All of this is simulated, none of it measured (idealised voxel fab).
process module | voxel released beams
cross-section cut | 230 nm wide | cells 5 nm
A cross-section is a grid of square cells, given in bands from the top down. A band is one or more rows of cells.
Each band's line starts with the height of the band's top and of its bottom, in nm. Then come its materials from left to right, each with its width in nm. One material with "throughout" fills the band from edge to edge. "air" is empty space.
Height 0 is the level under which the wafer as received is all one material. The lowest band goes on downwards, as in "0 down".
A width such as "30 to 40" changes by the same amount from each row of cells to the next, from the band's top row to its bottom row.
"no change" after a step means that no cell of the cross-section changed.
closed voids: empty space of 8 cells or more with no open way to the top, each as width x height at its distance from the left edge, in nm
after a step's settings: what the simulator itself notes on the step
overlay nm, on a step with a mask: how far to the right of its planned place the mask lay; to the left if negative
plan
1 op RECEIVE | material Si
2 op CONFORMAL_DEP | material SiN | thk nm 10
3 op DIRECTIONAL_DEP | material SiO2 | thk nm 10
4 op PATTERN | tone open | mask id ANCHOR | material resist | width nm 40 | thk nm 15 | overlay nm 0
5 op DIRECTIONAL_ETCH | etch materials SiO2 | depth nm 10
6 op STRIP | etch materials resist
7 op CONFORMAL_DEP | material polySi | thk nm 15
8 op MASKED_ETCH | tone cover | mask id BEAM | width nm 100 | etch materials polySi | depth nm 15 | overlay nm 0
9 op STRIP | etch materials SiO2
first wafer, as planned
as received, after step 1
  0 down: Si throughout
  closed voids: none
after step 2
  10 to 0: SiN throughout
  below 0: unchanged
after step 3
  20 to 10: SiO2 throughout
  below 10: unchanged
after step 4
  35 to 20: resist 65 | air 40 | resist 125
  below 20: unchanged
after step 5
  35 to 20: resist 65 | air 40 | resist 125
  20 to 10: SiO2 65 | air 40 | SiO2 125
  below 10: unchanged
after step 6
  20 to 10: SiO2 65 | air 40 | SiO2 125
  below 10: unchanged
after step 7
  35 to 25: polySi 80 | air 10 | polySi 140
  25 to 20: polySi throughout
  20 to 10: SiO2 65 | polySi 40 | SiO2 125
  below 10: unchanged
after step 8
  35 to 25: air 60 | polySi 20 | air 10 | polySi 70 | air 70
  25 to 20: air 60 | polySi 100 | air 70
  below 20: unchanged
after step 9
  35 to 25: air 60 | polySi 20 | air 10 | polySi 70 | air 70
  25 to 20: air 60 | polySi 100 | air 70
  20 to 10: air 65 | polySi 40 | air 125
  below 10: unchanged
second wafer: like start, like plan, one mistake. Through step 1 it matches the first wafer
when step 2 should have ended
  10 to 0: SiO2 throughout
  below 0: unchanged
when step 3 should have ended
  20 to 10: SiN throughout
  below 10: unchanged
when step 4 should have ended
  35 to 20: resist 65 | air 40 | resist 125
  below 20: unchanged
when step 5 should have ended: no change
when step 6 should have ended
  20 to 10: SiN throughout
  below 10: unchanged
when step 7 should have ended
  35 to 20: polySi throughout
  below 20: unchanged
when step 8 should have ended
  35 to 20: air 60 | polySi 100 | air 70
  below 20: unchanged
when step 9 should have ended: no change
what went wrong: steps 2 and 3 were swapped
at the end the second wafer has, in cells: 92 more of SiO2 | 12 fewer of polySi
